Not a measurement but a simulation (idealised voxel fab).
The name of this process module is voxel transistor to metal.
Cross-section cut spans 165 nm and uses square cells 5 nm in size.
Cross-section, as written here: a square-cell grid given band by band from the top down, where a band holds one or more rows of cells. Band entry format. Leading values: height of top, height of bottom, nm. Remainder: materials in left-to-right order, each with its width in nm. Special words: "all across" on a single material, which then fills the band edge to edge; "blank", empty space. Height datum 0, below which the as-received substrate wafer is one material. Lowest band open at the bottom, running downward: "0 -> down". Graded width ("30..40"): value in top row of band = first number; value in bottom row = second number; row-to-row change constant. "remained unchanged" means the step left every cell of the cross-section as it was. Enclosed voids (no open way to top), threshold 8 cells or more, entry "Sealed-off cavities", notation width x height at distance, distance from left edge, nm. That trailing text on a step's line, after the settings, is the simulator's own remark on the step. overlay nm: on a step with a mask, how far right of its planned place the mask lay; negative means left.
# Below is the list of planned process steps
1) RECEIVE [material Si]
2) OXIDIZE [depth nm 5]
3) CONFORMAL_DEP [material SiN] [thk nm 10]
4) MASKED_ETCH [tone cover] [mask id ACTIVE] [width nm 110] [etch materials SiN] [depth nm 10] [overlay nm 0]
5) MASKED_ETCH [tone cover] [mask id ACTIVE] [width nm 110] [etch materials SiO2] [depth nm 5] [overlay nm 0]
6) MASKED_ETCH [tone cover] [mask id ACTIVE] [width nm 110] [etch materials Si] [depth nm 25] [overlay nm 0]
7) OXIDIZE [depth nm 5]
8) FILL_DEP [material SiO2] [thk nm 15]
9) CMP [height nm 10]
10) SELECTIVE_ETCH [etch materials SiO2] [depth nm 5]
11) STRIP [etch materials SiN]
12) SELECTIVE_ETCH [etch materials SiO2] [depth nm 5]
13) OXIDIZE [depth nm 5]
14) DIRECTIONAL_DEP [material polySi] [thk nm 30]
15) DIRECTIONAL_DEP [material SiCN] [thk nm 15]
16) PATTERN [tone cover] [mask id GATE] [material resist] [width nm 30] [thk nm 15] [overlay nm 0]
17) DIRECTIONAL_ETCH [etch materials SiCN] [depth nm 25]
18) DIRECTIONAL_ETCH [etch materials polySi] [depth nm 40]
19) STRIP [etch materials resist]
20) CONFORMAL_DEP [material SiO2] [thk nm 5]
21) DIRECTIONAL_ETCH [etch materials SiO2] [depth nm 5]
22) CONFORMAL_DEP [material SiN] [thk nm 10]
23) DIRECTIONAL_ETCH [etch materials SiN] [depth nm 10]
24) DIRECTIONAL_ETCH [etch materials SiO2] [depth nm 5]
25) DIRECTIONAL_ETCH [etch materials Si] [depth nm 5]
26) EPI [material pSi] [thk nm 10]
27) FILL_DEP [material SiO2] [thk nm 10]
28) CMP [height nm 25]
29) STRIP [etch materials polySi]
30) SELECTIVE_ETCH [etch materials SiO2] [depth nm 5]
31) CONFORMAL_DEP [material HfO2] [thk nm 5]
32) CONFORMAL_DEP [material TiN] [thk nm 5]
33) FILL_DEP [material W] [thk nm 5]
34) CMP [height nm 20]
35) DIRECTIONAL_DEP [material SiO2] [thk nm 10]
36) PATTERN [tone open] [mask id CONTACT] [material resist] [width nm 15] [pitch nm 75] [thk nm 20] [overlay nm 0]
37) DIRECTIONAL_ETCH [etch materials SiO2] [depth nm 30]
38) STRIP [etch materials resist]
39) CONFORMAL_DEP [material TiN] [thk nm 5]
40) FILL_DEP [material Ru] [thk nm 10]
41) CMP [height nm 30]
42) DIRECTIONAL_DEP [material TiN] [thk nm 5]
43) DIRECTIONAL_DEP [material W] [thk nm 15]
44) PATTERN [tone cover] [mask id METAL_1] [material resist] [width nm 15] [pitch nm 75] [thk nm 20] [overlay nm 0]
45) DIRECTIONAL_ETCH [etch materials W] [depth nm 15]
46) DIRECTIONAL_ETCH [etch materials TiN] [depth nm 5]
47) STRIP [etch materials resist]
48) FILL_DEP [material lowk] [thk nm 5]
49) CMP [height nm 50]
50) CONFORMAL_DEP [material SiCN] [thk nm 5]
# Wafer cross-section on receipt, i.e. after step 1
0 -> down: Si all across
Sealed-off cavities: none
# One mistake in running the module, otherwise start and plan as above: cross-section at the end
55 -> 50: SiCN all across
50 -> 35: W=35, lowk=15, W=60, lowk=15, W=40
35 -> 30: TiN=35, lowk=15, TiN=60, lowk=15, TiN=40
30 -> 20: SiO2=35, TiN=5, Ru=5, TiN=5, SiO2=60, TiN=5, Ru=5, TiN=5, SiO2=40
20 -> 5: SiO2=35, TiN=5, Ru=5, TiN=5, SiN=10, HfO2=5, TiN=5, W=20, TiN=5, HfO2=5, SiN=10, TiN=5, Ru=5, TiN=5, SiO2=40
5 -> 0: SiO2=35, TiN=15, SiN=10, HfO2=5, TiN=5, W=20, TiN=5, HfO2=5, SiN=10, TiN=15, SiO2=40
0 -> -5: SiO2=25, SiN=10, pSi=15, SiN=10, HfO2=5, TiN=30, HfO2=5, SiN=10, pSi=15, SiN=10, SiO2=30
-5 -> -10: SiO2=35, pSi=15, SiO2=10, HfO2=40, SiO2=10, pSi=15, SiO2=40
-10 -> -15: SiO2=30, Si=5, pSi=15, Si=60, pSi=15, Si=5, SiO2=35
-15 -> -35: SiO2=30, Si=100, SiO2=35
-35 -> down: Si all across
Sealed-off cavities: none
What broke from the plan during processing? in deviation from the planned setting, step 44 was conducted as PATTERN [tone open] [mask id METAL_1] [material resist] [width nm 15] [pitch nm 75] [thk nm 20] [overlay nm 0]
